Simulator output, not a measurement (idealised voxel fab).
process module | voxel ribs on slabs
cross-section cut | 270 nm wide | cells 5 nm
A cross-section is a grid of square cells, given in bands from the top down. A band is one or more rows of cells.
Each band's line starts with the height of the band's top and of its bottom, in nm. Then come its materials from left to right, each with its width in nm. One material with "throughout" fills the band from edge to edge. "air" is empty space.
Height 0 is the level under which the wafer as received is all one material. The lowest band goes on downwards, as in "0 down".
A width such as "30 to 40" changes by the same amount from each row of cells to the next, from the band's top row to its bottom row.
"no change" after a step means that no cell of the cross-section changed.
closed voids: empty space of 8 cells or more with no open way to the top, each as width x height at its distance from the left edge, in nm
after a step's settings: what the simulator itself notes on the step
overlay nm, on a step with a mask: how far to the right of its planned place the mask lay; to the left if negative
plan
1 op RECEIVE | material Si
2 op DIRECTIONAL_DEP | material SiO2 | thk nm 15
3 op DIRECTIONAL_DEP | material polySi | thk nm 15
4 op DIRECTIONAL_DEP | material aC | thk nm 15
5 op PATTERN | tone cover | mask id RIB | material resist | width nm 20 | thk nm 30 | overlay nm 0
6 op DIRECTIONAL_ETCH | etch materials aC | depth nm 15
7 op STRIP | etch materials resist
8 op DIRECTIONAL_ETCH | etch materials polySi | depth nm 10
9 op STRIP | etch materials aC
10 op MASKED_ETCH | tone cover | mask id SLAB | width nm 50 | etch materials polySi | depth nm 5 | overlay nm 0
11 op FILL_DEP | material SiO2 | thk nm 25
12 op CMP | height nm 55
13 op DIRECTIONAL_DEP | material W | thk nm 5
14 op DIRECTIONAL_DEP | material aC | thk nm 10
15 op PATTERN | tone cover | mask id HEATER | material resist | width nm 30 | thk nm 25 | overlay nm 0
16 op DIRECTIONAL_ETCH | etch materials aC | depth nm 10
17 op STRIP | etch materials resist
18 op DIRECTIONAL_ETCH | etch materials W | depth nm 5
19 op STRIP | etch materials aC
20 op CONFORMAL_DEP | material SiN | thk nm 10
varied across the wafers: thk nm of step 2. The plan shows the first wafer's value. All wafers start alike
first wafer as received, after step 1
  0 down: Si throughout
  closed voids: none
each wafer at the end: cells of each material gained (+) or lost (-) since it was received, then its closed voids
thk nm 15 | +112 SiN | +576 SiO2 | +6 W | +18 polySi | closed voids: none
thk nm 20 | +112 SiN | +576 SiO2 | +6 W | +18 polySi | closed voids: none
thk nm 25 | +112 SiN | +576 SiO2 | +6 W | +18 polySi | closed voids: none
thk nm 30 | +112 SiN | +576 SiO2 | +6 W | +18 polySi | closed voids: none
thk nm 35 | +112 SiN | +576 SiO2 | +6 W | +18 polySi | closed voids: none
thk nm 40 | +112 SiN | +576 SiO2 | +6 W | +18 polySi | closed voids: none
